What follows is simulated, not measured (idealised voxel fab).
Module name: voxel self aligned contacts (process module)
The cross-section shown here is cut; it is 180 nm wide and divided into square cells measuring 5 nm on a side.
Format of a cross-section: grid, square cells. Given as bands. Order: top down. Band: one or more rows of cells. A band entry consists of two parts. The first gives the height of the band's top and the height of its bottom, in nm. The rest lists the band's materials from left to right, each with its width in nm. A single material labelled with the word "all across" fills the band from edge to edge, and the word "empty" marks empty space. The reference from which all heights are counted is 0, the level beneath which the as-received wafer is entirely one material; the lowest band, having no lower bound, proceeds downward and is written after the example "top 0, no bottom". Width: "30..40" (first number = top row, second number = bottom row, same change from row to row of cells). "remained unchanged" (step): cross-section cells unchanged, all of them. The label "Cavities, sealed" introduces a list of the empty spaces, 8 cells or larger, that have no open way up to the top; each entry in it reads width x height at distance, where the distance is taken from the left edge and all three are stated in nm. Heads up: the bit after the settings on a step's line is the simulator's remark on that step. "overlay nm", when on a step's line for a step with a mask, measures how far to the right of its planned place the mask lay; a negative measure means to the left.

### The steps planned for the process are as follows
step 1: RECEIVE [material Si]
step 2: CONFORMAL_DEP [material SiO2] [thk nm 5]
step 3: DIRECTIONAL_DEP [material polySi] [thk nm 20]
step 4: DIRECTIONAL_DEP [material SiN] [thk nm 15]
step 5: PATTERN [tone cover] [mask id GATE] [material resist] [width nm 30] [pitch nm 60] [thk nm 20] [overlay nm 0]
step 6: DIRECTIONAL_ETCH [etch materials SiN] [depth nm 15]
step 7: DIRECTIONAL_ETCH [etch materials polySi] [depth nm 20]
step 8: STRIP [etch materials resist]
step 9: CONFORMAL_DEP [material SiN] [thk nm 5]
step 10: DIRECTIONAL_ETCH [etch materials SiN] [depth nm 5]
step 11: FILL_DEP [material SiO2] [thk nm 15]
step 12: CMP [height nm 50]
step 13: PATTERN [tone open] [mask id CONTACT] [material resist] [width nm 40] [thk nm 15] [overlay nm 0]
step 14: DIRECTIONAL_ETCH [etch materials SiO2] [depth nm 50]
step 15: STRIP [etch materials resist]
step 16: CONFORMAL_DEP [material TiN] [thk nm 5]
step 17: FILL_DEP [material Ru] [thk nm 10]
step 18: CMP [height nm 50]
step 19: CONFORMAL_DEP [material SiN] [thk nm 5]

### Cross-section of the wafer upon arrival, representing the state reached after step 1
  top 0, no bottom = Si all across
  Cavities, sealed: none

### The plan above was carried out on the starting structure above with one mistake, and this cross-section shows the wafer at the end of the module
  top 55, bottom 50 = SiN all across
  top 50, bottom 45 = SiO2: 70, TiN: 5, Ru: 30, TiN: 5, SiO2: 70
  top 45, bottom 40 = SiO2: 70, TiN: 40, SiO2: 70
  top 40, bottom 25 = TiN all across
  top 25, bottom 5 = polySi all across
  top 5, bottom 0 = SiO2 all across
  top 0, no bottom = Si all across
  Cavities, sealed: none
In executing the process, a mistake was made relative to the plan: planned and actual differ for step 4; actual: DIRECTIONAL_DEP [material TiN] [thk nm 15]
